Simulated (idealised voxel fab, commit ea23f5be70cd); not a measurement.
process module | voxel self aligned vias
cross-section cut | 295 nm wide | cells 5 nm
A cross-section is a grid of square cells, given in bands from the top down. A band is one or more rows of cells.
Each band's line starts with the height of the band's top and of its bottom, in nm. Then come its materials from left to right, each with its width in nm. One material with "throughout" fills the band from edge to edge. "air" is empty space.
Height 0 is the level under which the wafer as received is all one material. The lowest band goes on downwards, as in "0 down".
A width such as "30 to 40" changes by the same amount from each row of cells to the next, from the band's top row to its bottom row.
"no change" after a step means that no cell of the cross-section changed.
closed voids: empty space of 8 cells or more with no open way to the top, each as width x height at its distance from the left edge, in nm
after a step's settings: what the simulator itself notes on the step
overlay nm, on a step with a mask: how far to the right of its planned place the mask lay; to the left if negative
plan
1 op RECEIVE | material Si
2 op CONFORMAL_DEP | material SiO2 | thk nm 15
3 op CONFORMAL_DEP | material SiCN | thk nm 5
4 op DIRECTIONAL_DEP | material lowk | thk nm 20
5 op PATTERN | tone open | mask id LINES | material resist | width nm 30 | pitch nm 55 | thk nm 15 | overlay nm 0
6 op DIRECTIONAL_ETCH | etch materials lowk | depth nm 20
7 op STRIP | etch materials resist
8 op CONFORMAL_DEP | material TiN | thk nm 5
9 op FILL_DEP | material W | thk nm 10
10 op CMP | height nm 40
11 op SELECTIVE_ETCH | etch materials W Ru TiN | depth nm 5
12 op FILL_DEP | material SiN | thk nm 5
13 op CMP | height nm 40
14 op DIRECTIONAL_DEP | material lowk | thk nm 15
15 op MASKED_ETCH | tone open | mask id VIAS | width nm 40 | pitch nm 110 | etch materials lowk | depth nm 15 | overlay nm 0
16 op MASKED_ETCH | tone open | mask id VIAS | width nm 40 | pitch nm 110 | etch materials SiN | depth nm 5 | overlay nm 0
17 op CONFORMAL_DEP | material TiN | thk nm 5
18 op FILL_DEP | material W | thk nm 5
19 op CMP | height nm 55
20 op CONFORMAL_DEP | material SiCN | thk nm 5
first wafer, as planned
as received, after step 1
  0 down: Si throughout
  closed voids: none
after step 2
  15 to 0: SiO2 throughout
  below 0: unchanged
after step 3
  20 to 15: SiCN throughout
  below 15: unchanged
after step 4
  40 to 20: lowk throughout
  below 20: unchanged
after step 5
  55 to 40: resist 75 | air 30 | resist 25 | air 30 | resist 25 | air 30 | resist 80
  below 40: unchanged
after step 6
  55 to 40: resist 75 | air 30 | resist 25 | air 30 | resist 25 | air 30 | resist 80
  40 to 20: lowk 75 | air 30 | lowk 25 | air 30 | lowk 25 | air 30 | lowk 80
  below 20: unchanged
after step 7
  40 to 20: lowk 75 | air 30 | lowk 25 | air 30 | lowk 25 | air 30 | lowk 80
  below 20: unchanged
after step 8
  45 to 40: TiN 80 | air 20 | TiN 35 | air 20 | TiN 35 | air 20 | TiN 85
  40 to 25: lowk 75 | TiN 5 | air 20 | TiN 5 | lowk 25 | TiN 5 | air 20 | TiN 5 | lowk 25 | TiN 5 | air 20 | TiN 5 | lowk 80
  25 to 20: lowk 75 | TiN 30 | lowk 25 | TiN 30 | lowk 25 | TiN 30 | lowk 80
  below 20: unchanged
after step 9
  55 to 45: W throughout
  45 to 40: TiN 80 | W 20 | TiN 35 | W 20 | TiN 35 | W 20 | TiN 85
  40 to 25: lowk 75 | TiN 5 | W 20 | TiN 5 | lowk 25 | TiN 5 | W 20 | TiN 5 | lowk 25 | TiN 5 | W 20 | TiN 5 | lowk 80
  below 25: unchanged
after step 10
  40 to 25: lowk 75 | TiN 5 | W 20 | TiN 5 | lowk 25 | TiN 5 | W 20 | TiN 5 | lowk 25 | TiN 5 | W 20 | TiN 5 | lowk 80
  below 25: unchanged
after step 11
  40 to 35: lowk 75 | air 30 | lowk 25 | air 30 | lowk 25 | air 30 | lowk 80
  below 35: unchanged
after step 12
  45 to 40: SiN throughout
  40 to 35: lowk 75 | SiN 30 | lowk 25 | SiN 30 | lowk 25 | SiN 30 | lowk 80
  below 35: unchanged
after step 13
  40 to 35: lowk 75 | SiN 30 | lowk 25 | SiN 30 | lowk 25 | SiN 30 | lowk 80
  below 35: unchanged
after step 14
  55 to 40: lowk throughout
  below 40: unchanged
after step 15
  55 to 40: lowk 70 | air 40 | lowk 70 | air 40 | lowk 75
  below 40: unchanged
after step 16
  55 to 40: lowk 70 | air 40 | lowk 70 | air 40 | lowk 75
  40 to 35: lowk 75 | air 30 | lowk 25 | SiN 30 | lowk 25 | air 30 | lowk 80
  below 35: unchanged
after step 17
  60 to 55: TiN 75 | air 30 | TiN 80 | air 30 | TiN 80
  55 to 45: lowk 70 | TiN 5 | air 30 | TiN 5 | lowk 70 | TiN 5 | air 30 | TiN 5 | lowk 75
  45 to 40: lowk 70 | TiN 10 | air 20 | TiN 10 | lowk 70 | TiN 10 | air 20 | TiN 10 | lowk 75
  40 to 35: lowk 75 | TiN 30 | lowk 25 | SiN 30 | lowk 25 | TiN 30 | lowk 80
  below 35: unchanged
after step 18
  65 to 60: W throughout
  60 to 55: TiN 75 | W 30 | TiN 80 | W 30 | TiN 80
  55 to 45: lowk 70 | TiN 5 | W 30 | TiN 5 | lowk 70 | TiN 5 | W 30 | TiN 5 | lowk 75
  45 to 40: lowk 70 | TiN 10 | W 20 | TiN 10 | lowk 70 | TiN 10 | W 20 | TiN 10 | lowk 75
  below 40: unchanged
after step 19
  55 to 45: lowk 70 | TiN 5 | W 30 | TiN 5 | lowk 70 | TiN 5 | W 30 | TiN 5 | lowk 75
  below 45: unchanged
after step 20
  60 to 55: SiCN throughout
  below 55: unchanged
second wafer: like start, like plan, one mistake. Through step 1 it matches the first wafer
when step 2 should have ended: no change
when step 3 should have ended
  5 to 0: SiCN throughout
  below 0: unchanged
when step 4 should have ended
  25 to 5: lowk throughout
  below 5: unchanged
when step 5 should have ended
  40 to 25: resist 75 | air 30 | resist 25 | air 30 | resist 25 | air 30 | resist 80
  below 25: unchanged
when step 6 should have ended
  40 to 25: resist 75 | air 30 | resist 25 | air 30 | resist 25 | air 30 | resist 80
  25 to 5: lowk 75 | air 30 | lowk 25 | air 30 | lowk 25 | air 30 | lowk 80
  below 5: unchanged
when step 7 should have ended
  25 to 5: lowk 75 | air 30 | lowk 25 | air 30 | lowk 25 | air 30 | lowk 80
  below 5: unchanged
when step 8 should have ended
  30 to 25: TiN 80 | air 20 | TiN 35 | air 20 | TiN 35 | air 20 | TiN 85
  25 to 10: lowk 75 | TiN 5 | air 20 | TiN 5 | lowk 25 | TiN 5 | air 20 | TiN 5 | lowk 25 | TiN 5 | air 20 | TiN 5 | lowk 80
  10 to 5: lowk 75 | TiN 30 | lowk 25 | TiN 30 | lowk 25 | TiN 30 | lowk 80
  below 5: unchanged
when step 9 should have ended
  40 to 30: W throughout
  30 to 25: TiN 80 | W 20 | TiN 35 | W 20 | TiN 35 | W 20 | TiN 85
  25 to 10: lowk 75 | TiN 5 | W 20 | TiN 5 | lowk 25 | TiN 5 | W 20 | TiN 5 | lowk 25 | TiN 5 | W 20 | TiN 5 | lowk 80
  below 10: unchanged
when step 10 should have ended: no change
when step 11 should have ended
  35 to 30: W throughout
  below 30: unchanged
when step 12 should have ended
  40 to 35: SiN throughout
  below 35: unchanged
when step 13 should have ended: no change
when step 14 should have ended
  55 to 40: lowk throughout
  below 40: unchanged
when step 15 should have ended
  55 to 40: lowk 70 | air 40 | lowk 70 | air 40 | lowk 75
  below 40: unchanged
when step 16 should have ended
  55 to 40: lowk 70 | air 40 | lowk 70 | air 40 | lowk 75
  40 to 35: SiN 70 | air 40 | SiN 70 | air 40 | SiN 75
  below 35: unchanged
when step 17 should have ended
  60 to 55: TiN 75 | air 30 | TiN 80 | air 30 | TiN 80
  55 to 40: lowk 70 | TiN 5 | air 30 | TiN 5 | lowk 70 | TiN 5 | air 30 | TiN 5 | lowk 75
  40 to 35: SiN 70 | TiN 40 | SiN 70 | TiN 40 | SiN 75
  below 35: unchanged
when step 18 should have ended
  65 to 60: W throughout
  60 to 55: TiN 75 | W 30 | TiN 80 | W 30 | TiN 80
  55 to 40: lowk 70 | TiN 5 | W 30 | TiN 5 | lowk 70 | TiN 5 | W 30 | TiN 5 | lowk 75
  below 40: unchanged
when step 19 should have ended
  55 to 40: lowk 70 | TiN 5 | W 30 | TiN 5 | lowk 70 | TiN 5 | W 30 | TiN 5 | lowk 75
  below 40: unchanged
when step 20 should have ended
  60 to 55: SiCN throughout
  below 55: unchanged
what went wrong: step 2 was left out
at the end the second wafer has, in cells: 37 more of SiN | 177 fewer of SiO2 | 53 more of TiN | 87 more of W
